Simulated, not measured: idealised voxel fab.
Herein follows the process module entitled voxel double patterning.
Square cell edge 5 nm, section width 215 nm, ID cut.
How to read a cross-section here: the picture is a grid of square cells, written as bands going from the top down, and any band can span one or more rows of cells. First you get the band's top height and its bottom height, in nm, and then the materials it's made of, left to right, with each width in nm. If you see a single material with "full width", that one covers the band edge to edge. "empty" is empty space. Convention: height 0 is the level below which the wafer, as received, is all one material. The lowest band does not terminate at the bottom but continues downward, represented as "0 and below". Graded width ("30..40"): value in top row of band = first number; value in bottom row = second number; row-to-row change constant. "no change occurred" means the step left every cell of the cross-section as it was. "Sealed voids": sealed empty spaces, 8 cells or more, no open way to top, listed width x height at distance, with distance from the left edge and width, height and distance in nm. If you see something after the settings on a step's line, that's the simulator's own remark about that step. A step's line can hold "overlay nm"; with a mask on that step, the setting says how far right of the planned place the mask lay, while a negative setting says it lay to the left.

-- Steps in the process plan
1. RECEIVE [material Si]
2. CONFORMAL_DEP [material SiO2] [thk nm 10]
3. DIRECTIONAL_DEP [material polySi] [thk nm 10]
4. DIRECTIONAL_DEP [material SiN] [thk nm 5]
5. DIRECTIONAL_DEP [material aC] [thk nm 15]
6. PATTERN [tone open] [mask id FIRST] [material resist] [width nm 15] [pitch nm 50] [thk nm 30] [overlay nm 0]
7. DIRECTIONAL_ETCH [etch materials aC] [depth nm 15]
8. STRIP [etch materials resist]
9. DIRECTIONAL_ETCH [etch materials SiN] [depth nm 5]
10. STRIP [etch materials aC]
11. MASKED_ETCH [tone open] [mask id SECOND] [width nm 15] [etch materials SiN] [depth nm 5] [overlay nm 0]
12. DIRECTIONAL_ETCH [etch materials polySi] [depth nm 10]
13. STRIP [etch materials SiN]

-- So this is the incoming wafer in cross-section - it's already been through step 1
0 and below = Si full width
Sealed voids: none

-- The first of two wafers, cross-sectioned at the end of the module, with the run proceeding as planned
20 down to 10 = polySi=75, empty=15, polySi=10, empty=15, polySi=10, empty=15, polySi=75
10 down to 0 = SiO2 full width
0 and below = Si full width
Sealed voids: none

-- Here is the second of the two wafers cut open at the end of the module - same start, same plan as the first one, but we made one mistake running it
15 down to 10 = polySi=75, empty=15, polySi=10, empty=15, polySi=10, empty=15, polySi=75
10 down to 0 = SiO2 full width
0 and below = Si full width
Sealed voids: none
Want to know what went wrong? the process deviated at step 3: the operation and settings actually run there were DIRECTIONAL_DEP [material polySi] [thk nm 5]
Upon completion, the second wafer contains, in terms of cells, a greater or smaller amount of certain materials than the first wafer: polySi: 34 fewer
